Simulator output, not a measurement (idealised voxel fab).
Presented below is a process module, voxel transistor to metal.
For reference, the cross-section in this document is cut, with width 180 nm and square cells of 5 nm.
Throughout this document, each cross-section is represented as a grid of square cells and is presented as a sequence of bands enumerated from the top downward, where a band comprises one or more rows of cells. This entry defines a band. It first specifies the height of the band's top and the height of its bottom in nm, and then specifies the band's materials from left to right, stating each material with its width in nm. The word "all across" identifies a single material that fills the band from edge to edge, while the word "blank" identifies empty space. Height 0 is the level under which the wafer as received is all one material. The lowest band goes on downwards, as in "0 down". Graded width ("30 to 40"): value in top row of band = first number; value in bottom row = second number; row-to-row change constant. "no alteration" after a step means that no cell of the cross-section changed. For the entry "Sealed cavities", the listed items are empty spaces with no open way to the top whose size is 8 cells or more; each item follows the pattern width x height at distance, where distance is from the left edge and all three are in nm. Text after the settings on a step's line: the simulator's own remark on that step. "overlay nm", when on a step's line for a step with a mask, measures how far to the right of its planned place the mask lay; a negative measure means to the left.

**Here's what the planned process steps look like**
step 1: RECEIVE | material Si
step 2: OXIDIZE | depth nm 5
step 3: CONFORMAL_DEP | material SiN | thk nm 10
step 4: DIRECTIONAL_DEP | material aC | thk nm 15
step 5: PATTERN | tone cover | mask id ACTIVE | material resist | width nm 125 | thk nm 35 | overlay nm 0
step 6: DIRECTIONAL_ETCH | etch materials aC | depth nm 15
step 7: STRIP | etch materials resist
step 8: DIRECTIONAL_ETCH | etch materials SiN | depth nm 10
step 9: DIRECTIONAL_ETCH | etch materials SiO2 | depth nm 5
step 10: DIRECTIONAL_ETCH | etch materials Si | depth nm 35
step 11: STRIP | etch materials aC
step 12: OXIDIZE | depth nm 5
step 13: FILL_DEP | material SiO2 | thk nm 5
step 14: CMP | height nm 10
step 15: SELECTIVE_ETCH | etch materials SiO2 | depth nm 5
step 16: STRIP | etch materials SiN
step 17: SELECTIVE_ETCH | etch materials SiO2 | depth nm 5
step 18: OXIDIZE | depth nm 5
step 19: DIRECTIONAL_DEP | material polySi | thk nm 25
step 20: DIRECTIONAL_DEP | material SiCN | thk nm 15
step 21: DIRECTIONAL_DEP | material aC | thk nm 10
step 22: PATTERN | tone cover | mask id GATE | material resist | width nm 35 | thk nm 30 | overlay nm 0
step 23: DIRECTIONAL_ETCH | etch materials aC | depth nm 10
step 24: STRIP | etch materials resist
step 25: DIRECTIONAL_ETCH | etch materials SiCN | depth nm 25
step 26: DIRECTIONAL_ETCH | etch materials polySi | depth nm 35
step 27: STRIP | etch materials aC
step 28: CONFORMAL_DEP | material SiN | thk nm 5
step 29: DIRECTIONAL_ETCH | etch materials SiN | depth nm 5
step 30: DIRECTIONAL_ETCH | etch materials SiO2 | depth nm 5
step 31: DIRECTIONAL_ETCH | etch materials Si | depth nm 5
step 32: EPI | material pSi | thk nm 10
step 33: FILL_DEP | material SiO2 | thk nm 10
step 34: CMP | height nm 20
step 35: STRIP | etch materials polySi
step 36: SELECTIVE_ETCH | etch materials SiO2 | depth nm 5
step 37: CONFORMAL_DEP | material HfO2 | thk nm 5
step 38: CONFORMAL_DEP | material TiN | thk nm 5
step 39: FILL_DEP | material W | thk nm 10
step 40: CMP | height nm 15
step 41: DIRECTIONAL_DEP | material SiO2 | thk nm 10
step 42: MASKED_ETCH | tone open | mask id CONTACT | width nm 15 | pitch nm 90 | etch materials SiO2 | depth nm 30 | overlay nm 0
step 43: CONFORMAL_DEP | material TiN | thk nm 5
step 44: FILL_DEP | material W | thk nm 5
step 45: CMP | height nm 25
step 46: CONFORMAL_DEP | material SiN | thk nm 5
step 47: DIRECTIONAL_DEP | material lowk | thk nm 20
step 48: PATTERN | tone open | mask id METAL_1 | material resist | width nm 15 | pitch nm 90 | thk nm 15 | overlay nm 0
step 49: DIRECTIONAL_ETCH | etch materials lowk | depth nm 20
step 50: DIRECTIONAL_ETCH | etch materials SiN | depth nm 5
step 51: STRIP | etch materials resist
step 52: CONFORMAL_DEP | material TiN | thk nm 5
step 53: FILL_DEP | material Cu | thk nm 5
step 54: CMP | height nm 50
step 55: EPI | material Ru | thk nm 5
step 56: FILL_DEP | material SiCN | thk nm 5
Every wafer here starts from the same state; it is the step 17 depth nm that distinguishes them, and the value the plan gives belongs to the first wafer.

**Here's the first of the wafers in cross-section, just as we got it, i.e. after step 1**
    0 down = Si all across
    Sealed cavities: none

**End of module, by wafer: material-by-material cell gain (+) or loss (-) since receipt, then closed voids**
depth nm 5 | +8 Cu | +17 HfO2 | +10 Ru | -177 Si | +62 SiCN | +40 SiN | +240 SiO2 | +59 TiN | +19 W | +120 lowk | +34 pSi | Sealed cavities: none
depth nm 10 | +8 Cu | +17 HfO2 | +10 Ru | -177 Si | +62 SiCN | +42 SiN | +242 SiO2 | +59 TiN | +19 W | +120 lowk | +30 pSi | Sealed cavities: none
depth nm 15 | +8 Cu | +17 HfO2 | +10 Ru | -179 Si | +62 SiCN | +44 SiN | +242 SiO2 | +59 TiN | +19 W | +120 lowk | +30 pSi | Sealed cavities: none
depth nm 20 | +8 Cu | +17 HfO2 | +10 Ru | -181 Si | +62 SiCN | +46 SiN | +242 SiO2 | +59 TiN | +19 W | +120 lowk | +30 pSi | Sealed cavities: none
